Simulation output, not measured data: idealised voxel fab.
A process module follows: voxel ribs on slabs.
The cross-section shown here is cut; it is 155 nm wide and divided into square cells measuring 5 nm on a side.
Square cells in a grid make up a cross-section in this document, and the grid is given as bands, listed from the top down, each one or more rows of cells.
For a band, the entry starts with two heights in nm, that of the top and then that of the bottom, and carries on with the band's materials in order from left to right, each alongside its width in nm; the word "throughout" beside a single material means it fills the band edge to edge, and "air" means empty space.
Height reference: 0 = level under which incoming wafer is all one material. Lowest band: no bottom, runs on downward, e.g. "from 0 down".
The width entry "30->40" should be interpreted row by row: the top row of cells in the band takes the first number, the bottom row takes the second number, and the change between adjacent rows is uniform throughout.
"remains unaltered" after a step means that no cell of the cross-section changed.
If an empty space has no open way to the top and is at least 8 cells in size, "Sealed voids" lists it, written width x height at distance, where distance is measured from the left edge and every value is in nm.
Read whatever lies past the settings on a step's line as the simulator's own remark about the step.
Steps that use a mask can have "overlay nm" on their line. It says how far the mask sat to the right of where it was meant to be. Negative means to the left.
Below is the list of planned process steps
1 RECEIVE (material Si)
2 DIRECTIONAL_DEP (material SiO2; thk nm 30)
3 DIRECTIONAL_DEP (material polySi; thk nm 25)
4 PATTERN (tone cover; mask id RIB; material resist; width nm 30; thk nm 15; overlay nm 0)
5 DIRECTIONAL_ETCH (etch materials polySi; depth nm 10)
6 STRIP (etch materials resist)
7 MASKED_ETCH (tone cover; mask id SLAB; width nm 60; etch materials polySi; depth nm 15; overlay nm 0)
8 FILL_DEP (material SiO2; thk nm 25)
9 CMP (height nm 70)
10 DIRECTIONAL_DEP (material W; thk nm 10)
11 PATTERN (tone cover; mask id HEATER; material resist; width nm 40; thk nm 15; overlay nm 0)
12 DIRECTIONAL_ETCH (etch materials W; depth nm 10)
13 STRIP (etch materials resist)
14 CONFORMAL_DEP (material SiO2; thk nm 5)
For this document, wafers share an identical start and vary in the step 14 thk nm; the plan quotes the first wafer's value.
Cross-section of the first incoming wafer of several, state after step 1
- from 0 down = Si throughout
- Sealed voids: none
Note: the following table is arranged by wafer, a row apiece. Each row reports the end-of-module state: per material, cells gained (+) or cells lost (-) compared with the wafer as received; closed voids follow
thk nm 5 | +421 SiO2 | +16 W | +48 polySi | Sealed voids: none
thk nm 10 | +456 SiO2 | +16 W | +48 polySi | Sealed voids: none
thk nm 15 | +491 SiO2 | +16 W | +48 polySi | Sealed voids: none
thk nm 20 | +526 SiO2 | +16 W | +48 polySi | Sealed voids: none
thk nm 25 | +561 SiO2 | +16 W | +48 polySi | Sealed voids: none
